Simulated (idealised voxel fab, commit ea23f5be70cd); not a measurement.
This section sets out a process module, namely voxel trench capacitor.
Square cells of 5 nm make up the cross-section cut, whose width is 265 nm.
We lay out every cross-section as a grid of square cells and spell it out in bands from the top down, where one band means one or more rows of cells. Heads up on the band format: heights come first, top then bottom, in nm. After that it's the materials left to right, each with its width in nm. A single material flagged "all across" fills the whole band edge to edge, and "air" means there's empty space there. Measure heights from 0. That's the level where, below it, the as-received wafer is all one material. The lowest band is bottomless and extends downward; write it as in "0 nm and below". With a width like "30..40", each row of cells in the band differs from the next by the same amount, the top row carrying the first number and the bottom row the second. When a step is marked "nothing got changed", none of the cells in the cross-section changed during that step. The entry titled "Tabulated closed voids" provides the empty spaces that have no open way to the top, restricted to those of 8 cells or more. Each is presented as width x height at distance, the distance being measured from the left edge, with all three in nm. Past the settings on a step's line: simulator remark, on that step. "overlay nm" answers the question of how far to the right of plan the mask lay on a step that has a mask, and when it is negative the answer is to the left.

-- The following list gives the planned process steps
1. RECEIVE with material Si
2. CONFORMAL_DEP with material SiN, thk nm 5
3. MASKED_ETCH with tone open, mask id TRENCH, width nm 30, pitch nm 55, etch materials SiN, depth nm 5, overlay nm -15
4. MASKED_ETCH with tone open, mask id TRENCH, width nm 30, pitch nm 55, etch materials Si, depth nm 25, overlay nm 0
5. CONFORMAL_DEP with material HfO2, thk nm 5
6. CONFORMAL_DEP with material TiN, thk nm 5
7. FILL_DEP with material W, thk nm 5
8. CMP with height nm 5
Among the wafers covered here, the point of difference is the overlay nm at step 3; their starting state is shared, and the plan presents the value of the first wafer.

-- First wafer of several, as received: cross-section after step 1
  0 nm and below | Si all across
  Tabulated closed voids: none

-- First of several wafers in cross-section at module end, following the final step, step 8
  5 nm to 0 nm | 45 SiN | 20 HfO2 | 5 TiN | 5 HfO2 | 25 SiN | 20 HfO2 | 5 TiN | 5 HfO2 | 25 SiN | 20 HfO2 | 5 TiN | 5 HfO2 | 80 SiN
  0 nm to -20 nm | 60 Si | 5 HfO2 | 5 TiN | 5 HfO2 | 40 Si | 5 HfO2 | 5 TiN | 5 HfO2 | 40 Si | 5 HfO2 | 5 TiN | 5 HfO2 | 80 Si
  -20 nm to -25 nm | 60 Si | 15 HfO2 | 40 Si | 15 HfO2 | 40 Si | 15 HfO2 | 80 Si
  -25 nm and below | Si all across
  Tabulated closed voids: none

-- Last wafer, end of module, cross-section
  5 nm to 0 nm | 75 SiN | 5 HfO2 | 5 TiN | 20 HfO2 | 25 SiN | 5 HfO2 | 5 TiN | 20 HfO2 | 25 SiN | 5 HfO2 | 5 TiN | 20 HfO2 | 50 SiN
  0 nm to -20 nm | 75 Si | 5 HfO2 | 5 TiN | 5 HfO2 | 40 Si | 5 HfO2 | 5 TiN | 5 HfO2 | 40 Si | 5 HfO2 | 5 TiN | 5 HfO2 | 65 Si
  -20 nm to -25 nm | 75 Si | 15 HfO2 | 40 Si | 15 HfO2 | 40 Si | 15 HfO2 | 65 Si
  -25 nm and below | Si all across
  Tabulated closed voids: none

-- Below is a per-wafer table. In it, each row describes the wafer at the end of the module by giving, for each material, the number of cells gained (+) or lost (-) since the wafer was received, and after that the closed voids of the wafer
overlay nm -15, +48 HfO2, -45 Si, +35 SiN, +15 TiN, Tabulated closed voids: none
overlay nm -10, +48 HfO2, -60 Si, +35 SiN, +30 TiN, Tabulated closed voids: none
overlay nm -5, +48 HfO2, -75 Si, +35 SiN, +33 TiN, +12 W, Tabulated closed voids: none
overlay nm 0, +48 HfO2, -90 Si, +35 SiN, +36 TiN, +24 W, Tabulated closed voids: none
overlay nm 5, +48 HfO2, -75 Si, +35 SiN, +33 TiN, +12 W, Tabulated closed voids: none
overlay nm 10, +48 HfO2, -60 Si, +35 SiN, +30 TiN, Tabulated closed voids: none
overlay nm 15, +48 HfO2, -45 Si, +35 SiN, +15 TiN, Tabulated closed voids: none
